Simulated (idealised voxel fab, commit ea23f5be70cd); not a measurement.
Process module under the name voxel capacitor over wiring
The figure presents cross-section cut, which has a width of 190 nm and is divided into square cells with an edge length of 5 nm.
Cross-sections here: square-cell grids, written as top-down lists of bands, a band being one or more rows of cells.
Basically the band line says how high the top is and how high the bottom is, in nm, and then what's in it from left to right, every material with its width in nm. Empty space shows up as "empty", and if a single material carries "full width" it runs the full band edge to edge.
Heights from 0 (as-received wafer is one material below). Bottom band endless downward, as "0 -> down".
The two numbers in a width such as "30->40" mark its ends across the band: the first belongs to the top row of cells, the second to the bottom row, and from each row to the next the width moves by the same amount.
"changes: none" (step): cross-section cells unchanged, all of them.
"Closed voids list" means: voids of 8 cells or more that are shut off from the top with no open way through. Written width x height at distance, distance from the left edge, in nm.
On each step's line, the part that comes after the settings is the simulator's own comment on the step.
A step line may carry the setting "overlay nm", which, for steps involving a mask, states the distance by which the mask lay to the right of its intended position; negative values denote displacement to the left.

**Planned process steps**
| 1 | RECEIVE [material Si] |
| 2 | CONFORMAL_DEP [material SiO2] [thk nm 10] |
| 3 | DIRECTIONAL_DEP [material TiN] [thk nm 5] |
| 4 | DIRECTIONAL_DEP [material Ru] [thk nm 25] |
| 5 | PATTERN [tone cover] [mask id METAL_1] [material resist] [width nm 20] [pitch nm 75] [thk nm 15] [overlay nm 0] |
| 6 | DIRECTIONAL_ETCH [etch materials Ru] [depth nm 25] |
| 7 | DIRECTIONAL_ETCH [etch materials TiN] [depth nm 5] |
| 8 | STRIP [etch materials resist] |
| 9 | FILL_DEP [material SiO2] [thk nm 10] |
| 10 | CMP [height nm 40] |
| 11 | CONFORMAL_DEP [material SiCN] [thk nm 5] |
| 12 | DIRECTIONAL_DEP [material SiO2] [thk nm 10] |
| 13 | PATTERN [tone open] [mask id PLUG_1] [material resist] [width nm 15] [thk nm 20] [overlay nm 0] |
| 14 | DIRECTIONAL_ETCH [etch materials SiO2] [depth nm 10] |
| 15 | DIRECTIONAL_ETCH [etch materials SiCN] [depth nm 5] |
| 16 | STRIP [etch materials resist] |
| 17 | EPI [material Ru] [thk nm 10] |
| 18 | EPI [material Ru] [thk nm 5] |
| 19 | DIRECTIONAL_DEP [material TiN] [thk nm 10] |
| 20 | DIRECTIONAL_DEP [material HfO2] [thk nm 5] |
| 21 | DIRECTIONAL_DEP [material TiN] [thk nm 10] |
| 22 | PATTERN [tone cover] [mask id UPPER_PLATE] [material resist] [width nm 60] [thk nm 20] [overlay nm 0] |
| 23 | DIRECTIONAL_ETCH [etch materials TiN] [depth nm 10] |
| 24 | DIRECTIONAL_ETCH [etch materials HfO2] [depth nm 5] |
| 25 | STRIP [etch materials resist] |
| 26 | DIRECTIONAL_DEP [material aC] [thk nm 10] |
| 27 | PATTERN [tone cover] [mask id LOWER_PLATE] [material resist] [width nm 70] [thk nm 30] [overlay nm 0] |
| 28 | DIRECTIONAL_ETCH [etch materials aC] [depth nm 5] |
| 29 | STRIP [etch materials resist] |
| 30 | DIRECTIONAL_ETCH [etch materials TiN] [depth nm 10] |
| 31 | STRIP [etch materials aC] |
| 32 | FILL_DEP [material SiO2] [thk nm 15] |
| 33 | CMP [height nm 90] |
| 34 | MASKED_ETCH [tone open] [mask id PLUG_2] [width nm 15] [etch materials SiO2] [depth nm 10] [overlay nm 0] |
| 35 | CONFORMAL_DEP [material TiN] [thk nm 5] |
| 36 | FILL_DEP [material W] [thk nm 5] |
| 37 | CMP [height nm 90] |
| 38 | CONFORMAL_DEP [material SiCN] [thk nm 5] |
The wafers are alike at the start. At step 28, their depth nm differs. The plan lists the first wafer's value.

**This is how the first of several wafers looked in cross-section when it arrived, which is after step 1**
  0 -> down  Si full width
  Closed voids list: none

**Note: the following table is arranged by wafer, a row apiece. Each row reports the end-of-module state: per material, cells gained (+) or cells lost (-) compared with the wafer as received; closed voids follow**
depth nm 5, +12 HfO2, +49 Ru, +73 SiCN, +474 SiO2, +113 TiN, +1 W, Closed voids list: none
depth nm 10, +12 HfO2, +49 Ru, +73 SiCN, +522 SiO2, +65 TiN, +1 W, Closed voids list: none
depth nm 15, +12 HfO2, +49 Ru, +73 SiCN, +522 SiO2, +65 TiN, +1 W, Closed voids list: none
depth nm 20, +12 HfO2, +49 Ru, +73 SiCN, +522 SiO2, +65 TiN, +1 W, Closed voids list: none
depth nm 25, +12 HfO2, +49 Ru, +73 SiCN, +522 SiO2, +65 TiN, +1 W, Closed voids list: none
